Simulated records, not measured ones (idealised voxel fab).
Module name: voxel trench capacitor (process module)
In the cross-section labelled cut, the width is 250 nm and each square cell is 5 nm.
Reading order for cross-sections: top band down to bottom band. Underlying form: a grid of square cells. Band size: one or more rows of cells.
A band entry consists of two parts. The first gives the height of the band's top and the height of its bottom, in nm. The rest lists the band's materials from left to right, each with its width in nm. A single material labelled with the word "full width" fills the band from edge to edge, and the word "empty" marks empty space.
Heights from 0 (as-received wafer is one material below). Bottom band endless downward, as "0 -> down".
Graded width ("30 to 40"): value in top row of band = first number; value in bottom row = second number; row-to-row change constant.
Where a step carries "left unchanged", the cross-section came out of it unchanged, cell for cell.
Voids not open to the top, 8 cells minimum: see "Closed cavity list". Written width x height at distance; distance is from the left edge; nm.
Read whatever lies past the settings on a step's line as the simulator's own remark about the step.
If you see "overlay nm" on a step's line and that step has a mask, it's telling you how far right of where it was planned the mask ended up; a negative number means it went left instead.

### So here's the lineup of process steps we planned
1 RECEIVE (material Si)
2 CONFORMAL_DEP (material SiN; thk nm 10)
3 DIRECTIONAL_DEP (material aC; thk nm 15)
4 PATTERN (tone open; mask id TRENCH; material resist; width nm 30; pitch nm 60; thk nm 35; overlay nm 0)
5 DIRECTIONAL_ETCH (etch materials aC; depth nm 15)
6 STRIP (etch materials resist)
7 DIRECTIONAL_ETCH (etch materials SiN; depth nm 10)
8 DIRECTIONAL_ETCH (etch materials Si; depth nm 25)
9 STRIP (etch materials aC)
10 CONFORMAL_DEP (material Al2O3; thk nm 5)
11 CONFORMAL_DEP (material TiN; thk nm 5)
12 FILL_DEP (material W; thk nm 5)
13 CMP (height nm 10)

### Cross-section of the wafer at receipt, which is the condition after step 1
  0 -> down  Si full width
  Closed cavity list: none

### Here's the wafer cut in cross-section after the module, started and planned just like above, except one thing was done wrong in the run
  10 -> 0  SiN 80 nm / Al2O3 5 nm / TiN 5 nm / W 10 nm / TiN 5 nm / Al2O3 5 nm / SiN 30 nm / Al2O3 5 nm / TiN 5 nm / W 10 nm / TiN 5 nm / Al2O3 5 nm / SiN 80 nm
  0 -> -40  Si 80 nm / Al2O3 5 nm / TiN 5 nm / W 10 nm / TiN 5 nm / Al2O3 5 nm / Si 30 nm / Al2O3 5 nm / TiN 5 nm / W 10 nm / TiN 5 nm / Al2O3 5 nm / Si 80 nm
  -40 -> -45  Si 80 nm / Al2O3 5 nm / TiN 20 nm / Al2O3 5 nm / Si 30 nm / Al2O3 5 nm / TiN 20 nm / Al2O3 5 nm / Si 80 nm
  -45 -> -50  Si 80 nm / Al2O3 30 nm / Si 30 nm / Al2O3 30 nm / Si 80 nm
  -50 -> down  Si full width
  Closed cavity list: none
It is concluded that the wafer was processed incorrectly with respect to the plan, in that it should be noted that step 8 of the plan was executed twice
